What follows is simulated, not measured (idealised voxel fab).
voxel self aligned vias: a process module
FYI the section here is cut, 260 nm wide, cells are 5 nm squares.
Bands, listed from the top down, are how a cross-section gets written in this document; the cross-section itself is a grid of square cells, and a band is one or more rows of them. Look at the band entry: it leads with the top's height and the bottom's height in nm. Then it lists the materials left to right, with a width in nm for each. The word "edge to edge" on a single material says that material fills the band edge to edge. The word "empty" is empty space. Where do heights start? At 0: under that level the wafer as delivered is made of one material only. And the lowest band has no floor; it just carries on downward, as in "top 0, no bottom". It should be noted that a width expressed as "30 to 40" varies in equal increments from row to row of cells within the band, taking the value of the first number at the top row and that of the second number at the bottom row. "left unchanged" -> step changed no cross-section cell. The entry titled "Enclosed void inventory" provides the empty spaces that have no open way to the top, restricted to those of 8 cells or more. Each is presented as width x height at distance, the distance being measured from the left edge, with all three in nm. Step line, after settings: the simulator's comment on this step. If you see "overlay nm" on a step's line and that step has a mask, it's telling you how far right of where it was planned the mask ended up; a negative number means it went left instead.

This section lists the process steps that were planned:
1. RECEIVE with material Si
2. CONFORMAL_DEP with material SiO2, thk nm 15
3. CONFORMAL_DEP with material SiCN, thk nm 5
4. DIRECTIONAL_DEP with material lowk, thk nm 25
5. DIRECTIONAL_DEP with material aC, thk nm 10
6. PATTERN with tone open, mask id LINES, material resist, width nm 30, pitch nm 65, thk nm 25, overlay nm 0
7. DIRECTIONAL_ETCH with etch materials aC, depth nm 10
8. STRIP with etch materials resist
9. DIRECTIONAL_ETCH with etch materials lowk, depth nm 25
10. STRIP with etch materials aC
11. CONFORMAL_DEP with material TiN, thk nm 5
12. FILL_DEP with material W, thk nm 5
13. CMP with height nm 45
14. SELECTIVE_ETCH with etch materials W Ru TiN, depth nm 5
15. FILL_DEP with material SiN, thk nm 10
16. CMP with height nm 45
17. DIRECTIONAL_DEP with material lowk, thk nm 15
18. PATTERN with tone open, mask id VIAS, material resist, width nm 50, pitch nm 65, thk nm 15, overlay nm 0
19. DIRECTIONAL_ETCH with etch materials lowk, depth nm 15
20. DIRECTIONAL_ETCH with etch materials SiN, depth nm 10
21. STRIP with etch materials resist
22. CONFORMAL_DEP with material TiN, thk nm 5
23. FILL_DEP with material Ru, thk nm 10
24. CMP with height nm 60
25. CONFORMAL_DEP with material SiCN, thk nm 5
Every wafer here starts from the same state; it is the step 14 depth nm that distinguishes them, and the value the plan gives belongs to the first wafer.

This is how the first of several wafers looked in cross-section when it arrived, which is after step 1:
* top 0, no bottom  Si edge to edge
* Enclosed void inventory: none

The table below has one row for each wafer; a row shows, as of the end of the module, how many cells of each material the wafer has gained, marked (+), or lost, marked (-), since it was received, and then the wafer's closed voids:
depth nm 5; +40 Ru; +104 SiCN; +156 SiO2; +56 TiN; +24 W; +296 lowk; Enclosed void inventory: none
depth nm 10; +48 Ru; +104 SiCN; +156 SiO2; +56 TiN; +16 W; +296 lowk; Enclosed void inventory: none
depth nm 15; +48 Ru; +104 SiCN; +12 SiN; +156 SiO2; +52 TiN; +8 W; +296 lowk; Enclosed void inventory: none
depth nm 20; +48 Ru; +104 SiCN; +24 SiN; +156 SiO2; +48 TiN; +296 lowk; Enclosed void inventory: none
depth nm 25; +48 Ru; +104 SiCN; +36 SiN; +156 SiO2; +36 TiN; +296 lowk; Enclosed void inventory: none
